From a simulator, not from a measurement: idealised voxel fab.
Name of the process module below: voxel wiring stack
It is cross-section cut that appears here, measuring 235 nm in width, its square cells being 5 nm in size.
Cross-section format: a grid of square cells, given as bands from top to bottom; each band is one or more rows of cells. Quick guide to a band line: top height, bottom height (nm) up front; then every material left to right with its width in nm. Only one material and it's marked "throughout"? Then it fills the band edge to edge. And "empty" just means empty space. Height 0 is the level under which the wafer as received is all one material. The lowest band goes on downwards, as in "from 0 down". So if you see something like "30 to 40" for the width, read it as the top row of the band sitting at the first number and the bottom row at the second, with every row in between moving by the same amount as the last. Key: "changes: none" - step with no changed cell in the cross-section. Enclosed voids (no open way to top), threshold 8 cells or more, entry "Voids, fully enclosed", notation width x height at distance, distance from left edge, nm. It should be noted that, on the line of a given step, the content following the step's settings is a remark produced by the simulator itself with respect to that step. overlay nm: mask offset rightward from planned place, masked step; negative means leftward offset.

Listed below are the process steps as planned
step 1: RECEIVE: material Si
step 2: CONFORMAL_DEP: material SiO2, thk nm 10
step 3: DIRECTIONAL_DEP: material TiN, thk nm 5
step 4: DIRECTIONAL_DEP: material W, thk nm 20
step 5: PATTERN: tone cover, mask id METAL_1, material resist, width nm 30, pitch nm 45, thk nm 20, overlay nm 0
step 6: DIRECTIONAL_ETCH: etch materials W, depth nm 20
step 7: DIRECTIONAL_ETCH: etch materials TiN, depth nm 5
step 8: STRIP: etch materials resist
step 9: FILL_DEP: material lowk, thk nm 5
step 10: CMP: height nm 35
step 11: CONFORMAL_DEP: material SiCN, thk nm 5
step 12: DIRECTIONAL_DEP: material SiO2, thk nm 20
step 13: DIRECTIONAL_DEP: material aC, thk nm 15
step 14: PATTERN: tone open, mask id PLUG_1, material resist, width nm 15, pitch nm 45, thk nm 35, overlay nm 0
step 15: DIRECTIONAL_ETCH: etch materials aC, depth nm 15
step 16: STRIP: etch materials resist
step 17: DIRECTIONAL_ETCH: etch materials SiO2, depth nm 20
step 18: DIRECTIONAL_ETCH: etch materials SiCN, depth nm 5
step 19: STRIP: etch materials aC
step 20: CONFORMAL_DEP: material TiN, thk nm 5
step 21: FILL_DEP: material W, thk nm 10
step 22: CMP: height nm 60
step 23: CONFORMAL_DEP: material SiCN, thk nm 5
step 24: DIRECTIONAL_DEP: material lowk, thk nm 20
step 25: PATTERN: tone open, mask id METAL_2, material resist, width nm 30, pitch nm 45, thk nm 15, overlay nm 0
step 26: DIRECTIONAL_ETCH: etch materials lowk, depth nm 20
step 27: DIRECTIONAL_ETCH: etch materials SiCN, depth nm 5
step 28: STRIP: etch materials resist
step 29: CONFORMAL_DEP: material TiN, thk nm 5
step 30: FILL_DEP: material Cu, thk nm 5
step 31: CMP: height nm 85
step 32: CONFORMAL_DEP: material SiCN, thk nm 5
step 33: DIRECTIONAL_DEP: material SiO2, thk nm 30
step 34: PATTERN: tone open, mask id METAL_3, material resist, width nm 30, pitch nm 45, thk nm 15, overlay nm 0
step 35: DIRECTIONAL_ETCH: etch materials SiO2, depth nm 20
step 36: STRIP: etch materials resist
step 37: PATTERN: tone open, mask id METAL_3_HOLES, material resist, width nm 15, pitch nm 90, thk nm 20, overlay nm 0
step 38: DIRECTIONAL_ETCH: etch materials SiO2, depth nm 10
step 39: DIRECTIONAL_ETCH: etch materials SiCN, depth nm 5
step 40: STRIP: etch materials resist
step 41: CONFORMAL_DEP: material TiN, thk nm 5
step 42: FILL_DEP: material Cu, thk nm 5
step 43: CMP: height nm 120
step 44: CONFORMAL_DEP: material SiCN, thk nm 5
step 45: DIRECTIONAL_DEP: material lowk, thk nm 30
step 46: PATTERN: tone open, mask id METAL_4, material resist, width nm 30, pitch nm 45, thk nm 20, overlay nm 0
step 47: DIRECTIONAL_ETCH: etch materials lowk, depth nm 15
step 48: STRIP: etch materials resist
step 49: MASKED_ETCH: tone open, mask id METAL_4_HOLES, width nm 15, pitch nm 45, etch materials lowk, depth nm 15, overlay nm 0
step 50: MASKED_ETCH: tone open, mask id METAL_4_HOLES, width nm 15, pitch nm 45, etch materials SiCN, depth nm 5, overlay nm 0
step 51: CONFORMAL_DEP: material TiN, thk nm 5
step 52: FILL_DEP: material Cu, thk nm 10
step 53: CMP: height nm 155
step 54: CONFORMAL_DEP: material SiN, thk nm 5

Here's what the wafer looked like in cross-section when it arrived - that's after step 1
	from 0 down: Si throughout
	Voids, fully enclosed: none

Here's the cross-section of the first of our two wafers at the end of the module - it ran as planned
	from 160 to 155: SiN throughout
	from 155 to 145: lowk: 55  TiN: 5  Cu: 20  TiN: 5  lowk: 15  TiN: 5  Cu: 20  TiN: 5  lowk: 15  TiN: 5  Cu: 20  TiN: 5  lowk: 60
	from 145 to 140: lowk: 55  TiN: 5  Cu: 5  TiN: 20  lowk: 15  TiN: 5  Cu: 5  TiN: 20  lowk: 15  TiN: 5  Cu: 5  TiN: 20  lowk: 60
	from 140 to 125: lowk: 55  TiN: 5  Cu: 5  TiN: 5  lowk: 30  TiN: 5  Cu: 5  TiN: 5  lowk: 30  TiN: 5  Cu: 5  TiN: 5  lowk: 75
	from 125 to 120: SiCN: 55  TiN: 15  SiCN: 30  TiN: 15  SiCN: 30  TiN: 15  SiCN: 75
	from 120 to 105: SiO2: 55  TiN: 5  Cu: 20  TiN: 5  SiO2: 15  TiN: 5  Cu: 20  TiN: 5  SiO2: 15  TiN: 5  Cu: 20  TiN: 5  SiO2: 60
	from 105 to 100: SiO2: 55  TiN: 5  Cu: 5  TiN: 20  SiO2: 15  TiN: 30  SiO2: 15  TiN: 5  Cu: 5  TiN: 20  SiO2: 60
	from 100 to 90: SiO2: 55  TiN: 5  Cu: 5  TiN: 5  SiO2: 75  TiN: 5  Cu: 5  TiN: 5  SiO2: 75
	from 90 to 85: SiCN: 55  TiN: 15  SiCN: 75  TiN: 15  SiCN: 75
	from 85 to 65: lowk: 55  TiN: 5  Cu: 20  TiN: 5  lowk: 15  TiN: 5  Cu: 20  TiN: 5  lowk: 15  TiN: 5  Cu: 20  TiN: 5  lowk: 60
	from 65 to 60: SiCN: 55  TiN: 30  SiCN: 15  TiN: 30  SiCN: 15  TiN: 30  SiCN: 60
	from 60 to 40: SiO2: 55  TiN: 5  W: 5  TiN: 5  SiO2: 30  TiN: 5  W: 5  TiN: 5  SiO2: 30  TiN: 5  W: 5  TiN: 5  SiO2: 75
	from 40 to 35: SiCN: 55  TiN: 15  SiCN: 30  TiN: 15  SiCN: 30  TiN: 15  SiCN: 75
	from 35 to 15: lowk: 55  W: 30  lowk: 15  W: 30  lowk: 15  W: 30  lowk: 60
	from 15 to 10: lowk: 55  TiN: 30  lowk: 15  TiN: 30  lowk: 15  TiN: 30  lowk: 60
	from 10 to 0: SiO2 throughout
	from 0 down: Si throughout
	Voids, fully enclosed: none

Here is the second of the two wafers cut open at the end of the module - same start, same plan as the first one, but we made one mistake running it
	from 160 to 155: SiN throughout
	from 155 to 145: lowk: 50  TiN: 5  Cu: 25  TiN: 5  lowk: 10  TiN: 5  Cu: 25  TiN: 5  lowk: 10  TiN: 5  Cu: 25  TiN: 5  lowk: 60
	from 145 to 140: lowk: 50  TiN: 10  Cu: 10  TiN: 15  lowk: 10  TiN: 10  Cu: 10  TiN: 15  lowk: 10  TiN: 10  Cu: 10  TiN: 15  lowk: 60
	from 140 to 130: lowk: 55  TiN: 5  Cu: 10  TiN: 5  lowk: 25  TiN: 5  Cu: 10  TiN: 5  lowk: 25  TiN: 5  Cu: 10  TiN: 5  lowk: 70
	from 130 to 125: lowk: 55  TiN: 5  Cu: 5  TiN: 10  lowk: 25  TiN: 5  Cu: 5  TiN: 10  lowk: 25  TiN: 5  Cu: 5  TiN: 10  lowk: 70
	from 125 to 120: SiCN: 55  TiN: 15  SiCN: 30  TiN: 15  SiCN: 30  TiN: 15  SiCN: 75
	from 120 to 105: SiO2: 55  TiN: 5  Cu: 20  TiN: 5  SiO2: 15  TiN: 5  Cu: 20  TiN: 5  SiO2: 15  TiN: 5  Cu: 20  TiN: 5  SiO2: 60
	from 105 to 100: SiO2: 55  TiN: 5  Cu: 5  TiN: 20  SiO2: 15  TiN: 30  SiO2: 15  TiN: 5  Cu: 5  TiN: 20  SiO2: 60
	from 100 to 90: SiO2: 55  TiN: 5  Cu: 5  TiN: 5  SiO2: 75  TiN: 5  Cu: 5  TiN: 5  SiO2: 75
	from 90 to 85: SiCN: 55  TiN: 15  SiCN: 75  TiN: 15  SiCN: 75
	from 85 to 65: lowk: 55  TiN: 5  Cu: 20  TiN: 5  lowk: 15  TiN: 5  Cu: 20  TiN: 5  lowk: 15  TiN: 5  Cu: 20  TiN: 5  lowk: 60
	from 65 to 60: SiCN: 55  TiN: 30  SiCN: 15  TiN: 30  SiCN: 15  TiN: 30  SiCN: 60
	from 60 to 40: SiO2: 55  TiN: 5  W: 5  TiN: 5  SiO2: 30  TiN: 5  W: 5  TiN: 5  SiO2: 30  TiN: 5  W: 5  TiN: 5  SiO2: 75
	from 40 to 35: SiCN: 55  TiN: 15  SiCN: 30  TiN: 15  SiCN: 30  TiN: 15  SiCN: 75
	from 35 to 15: lowk: 55  W: 30  lowk: 15  W: 30  lowk: 15  W: 30  lowk: 60
	from 15 to 10: lowk: 55  TiN: 30  lowk: 15  TiN: 30  lowk: 15  TiN: 30  lowk: 60
	from 10 to 0: SiO2 throughout
	from 0 down: Si throughout
	Voids, fully enclosed: none
Where did the run depart from the plan? step 49 off recipe, ran as MASKED_ETCH: tone open, mask id METAL_4_HOLES, width nm 25, pitch nm 45, etch materials lowk, depth nm 15, overlay nm 0
Final difference in cells, second wafer against first, listed per material as more or fewer: 15 more of Cu | 3 more of TiN | 18 fewer of lowk
